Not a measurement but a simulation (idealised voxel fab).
process module | voxel self aligned vias
cross-section cut | 215 nm wide | cells 5 nm
A cross-section is a grid of square cells, given in bands from the top down. A band is one or more rows of cells.
Each band's line starts with the height of the band's top and of its bottom, in nm. Then come its materials from left to right, each with its width in nm. One material with "throughout" fills the band from edge to edge. "air" is empty space.
Height 0 is the level under which the wafer as received is all one material. The lowest band goes on downwards, as in "0 down".
A width such as "30 to 40" changes by the same amount from each row of cells to the next, from the band's top row to its bottom row.
"no change" after a step means that no cell of the cross-section changed.
closed voids: empty space of 8 cells or more with no open way to the top, each as width x height at its distance from the left edge, in nm
after a step's settings: what the simulator itself notes on the step
overlay nm, on a step with a mask: how far to the right of its planned place the mask lay; to the left if negative
plan
1 op RECEIVE | material Si
2 op CONFORMAL_DEP | material SiO2 | thk nm 10
3 op CONFORMAL_DEP | material SiCN | thk nm 5
4 op DIRECTIONAL_DEP | material lowk | thk nm 20
5 op MASKED_ETCH | tone open | mask id LINES | width nm 30 | pitch nm 60 | etch materials lowk | depth nm 20 | overlay nm 0
6 op CONFORMAL_DEP | material TiN | thk nm 5
7 op FILL_DEP | material W | thk nm 5
8 op CMP | height nm 35
9 op SELECTIVE_ETCH | etch materials W Ru TiN | depth nm 10
10 op FILL_DEP | material SiN | thk nm 10
11 op CMP | height nm 35
12 op DIRECTIONAL_DEP | material lowk | thk nm 20
13 op PATTERN | tone open | mask id VIAS | material resist | width nm 40 | pitch nm 60 | thk nm 15 | overlay nm 0
14 op DIRECTIONAL_ETCH | etch materials lowk | depth nm 20
15 op DIRECTIONAL_ETCH | etch materials SiN | depth nm 10
16 op STRIP | etch materials resist
17 op CONFORMAL_DEP | material TiN | thk nm 5
18 op FILL_DEP | material Cu | thk nm 10
19 op CMP | height nm 55
20 op CONFORMAL_DEP | material SiCN | thk nm 5
as received, after step 1
  0 down: Si throughout
  closed voids: none
a wafer at the end: this start, this plan, one mistake
  60 to 55: SiCN throughout
  55 to 35: lowk 25 | TiN 40 | lowk 20 | TiN 40 | lowk 20 | TiN 40 | lowk 30
  35 to 25: lowk 30 | TiN 30 | lowk 30 | TiN 30 | lowk 30 | TiN 30 | lowk 35
  25 to 20: lowk 30 | TiN 5 | W 20 | TiN 5 | lowk 30 | TiN 5 | W 20 | TiN 5 | lowk 30 | TiN 5 | W 20 | TiN 5 | lowk 35
  20 to 15: lowk 30 | TiN 30 | lowk 30 | TiN 30 | lowk 30 | TiN 30 | lowk 35
  15 to 10: SiCN throughout
  10 to 0: SiO2 throughout
  0 down: Si throughout
  closed voids: none
what went wrong: step 18 ran as: op FILL_DEP | material TiN | thk nm 10
